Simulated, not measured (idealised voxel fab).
process module | voxel wiring stack
cross-section cut | 245 nm wide | cells 5 nm
A cross-section is a grid of square cells, given in bands from the top down. A band is one or more rows of cells.
Each band's line starts with the height of the band's top and of its bottom, in nm. Then come its materials from left to right, each with its width in nm. One material with "throughout" fills the band from edge to edge. "air" is empty space.
Height 0 is the level under which the wafer as received is all one material. The lowest band goes on downwards, as in "0 down".
A width such as "30 to 40" changes by the same amount from each row of cells to the next, from the band's top row to its bottom row.
"no change" after a step means that no cell of the cross-section changed.
closed voids: empty space of 8 cells or more with no open way to the top, each as width x height at its distance from the left edge, in nm
after a step's settings: what the simulator itself notes on the step
overlay nm, on a step with a mask: how far to the right of its planned place the mask lay; to the left if negative
plan
1 op RECEIVE | material Si
2 op CONFORMAL_DEP | material SiO2 | thk nm 15
3 op DIRECTIONAL_DEP | material TiN | thk nm 5
4 op DIRECTIONAL_DEP | material W | thk nm 25
5 op MASKED_ETCH | tone cover | mask id METAL_1 | width nm 25 | pitch nm 50 | etch materials W | depth nm 25 | overlay nm 0
6 op MASKED_ETCH | tone cover | mask id METAL_1 | width nm 25 | pitch nm 50 | etch materials TiN | depth nm 5 | overlay nm 0
7 op CONFORMAL_DEP | material SiN | thk nm 5
8 op FILL_DEP | material SiO2 | thk nm 5
9 op CMP | height nm 45
10 op CONFORMAL_DEP | material SiCN | thk nm 5
11 op DIRECTIONAL_DEP | material lowk | thk nm 15
12 op DIRECTIONAL_DEP | material aC | thk nm 15
13 op PATTERN | tone open | mask id PLUG_1 | material resist | width nm 15 | thk nm 35 | overlay nm 0
14 op DIRECTIONAL_ETCH | etch materials aC | depth nm 15
15 op STRIP | etch materials resist
16 op DIRECTIONAL_ETCH | etch materials lowk | depth nm 15
17 op DIRECTIONAL_ETCH | etch materials SiCN | depth nm 5
18 op STRIP | etch materials aC
19 op EPI | material Ru | thk nm 10
20 op EPI | material Ru | thk nm 10
21 op DIRECTIONAL_DEP | material TiN | thk nm 5
22 op DIRECTIONAL_DEP | material W | thk nm 20
23 op PATTERN | tone cover | mask id METAL_2 | material resist | width nm 25 | pitch nm 50 | thk nm 15 | overlay nm 0
24 op DIRECTIONAL_ETCH | etch materials W | depth nm 20
25 op DIRECTIONAL_ETCH | etch materials TiN | depth nm 5
26 op STRIP | etch materials resist
27 op CONFORMAL_DEP | material SiCN | thk nm 5
28 op FILL_DEP | material SiO2 | thk nm 5
29 op CMP | height nm 90
30 op CONFORMAL_DEP | material SiCN | thk nm 5
31 op DIRECTIONAL_DEP | material lowk | thk nm 30
32 op MASKED_ETCH | tone open | mask id METAL_3 | width nm 25 | pitch nm 50 | etch materials lowk | depth nm 15 | overlay nm 0
33 op PATTERN | tone open | mask id METAL_3_HOLES | material resist | width nm 15 | thk nm 15 | overlay nm 0
34 op DIRECTIONAL_ETCH | etch materials lowk | depth nm 15
35 op DIRECTIONAL_ETCH | etch materials SiCN | depth nm 5
36 op STRIP | etch materials resist
37 op CONFORMAL_DEP | material TiN | thk nm 5
38 op FILL_DEP | material Cu | thk nm 10
39 op CMP | height nm 125
40 op CONFORMAL_DEP | material SiCN | thk nm 5
as received, after step 1
  0 down: Si throughout
  closed voids: none
a wafer at the end: this start, this plan, one mistake
  130 to 125: SiCN throughout
  125 to 115: lowk 85 | TiN 5 | Cu 10 | TiN 5 | lowk 35 | TiN 5 | Cu 5 | TiN 5 | lowk 90
  115 to 110: lowk 85 | TiN 20 | lowk 35 | TiN 15 | lowk 90
  110 to 95: lowk 90 | TiN 10 | lowk 145
  95 to 90: SiCN 90 | TiN 10 | SiCN 145
  90 to 70: SiO2 80 | SiCN 5 | W 25 | SiCN 5 | SiO2 15 | SiCN 5 | W 25 | SiCN 5 | SiO2 80
  70 to 65: SiCN 85 | TiN 25 | SiCN 25 | TiN 25 | SiCN 85
  65 to 50: lowk 85 | Ru 15 | lowk 145
  50 to 45: SiCN 85 | Ru 15 | SiCN 145
  45 to 20: SiO2 80 | SiN 5 | W 25 | SiN 5 | SiO2 15 | SiN 5 | W 25 | SiN 5 | SiO2 80
  20 to 15: SiN 85 | TiN 25 | SiN 25 | TiN 25 | SiN 85
  15 to 0: SiO2 throughout
  0 down: Si throughout
  closed voids: none
what went wrong: step 32 ran as: op MASKED_ETCH | tone open | mask id METAL_3 | width nm 15 | pitch nm 50 | etch materials lowk | depth nm 15 | overlay nm 0
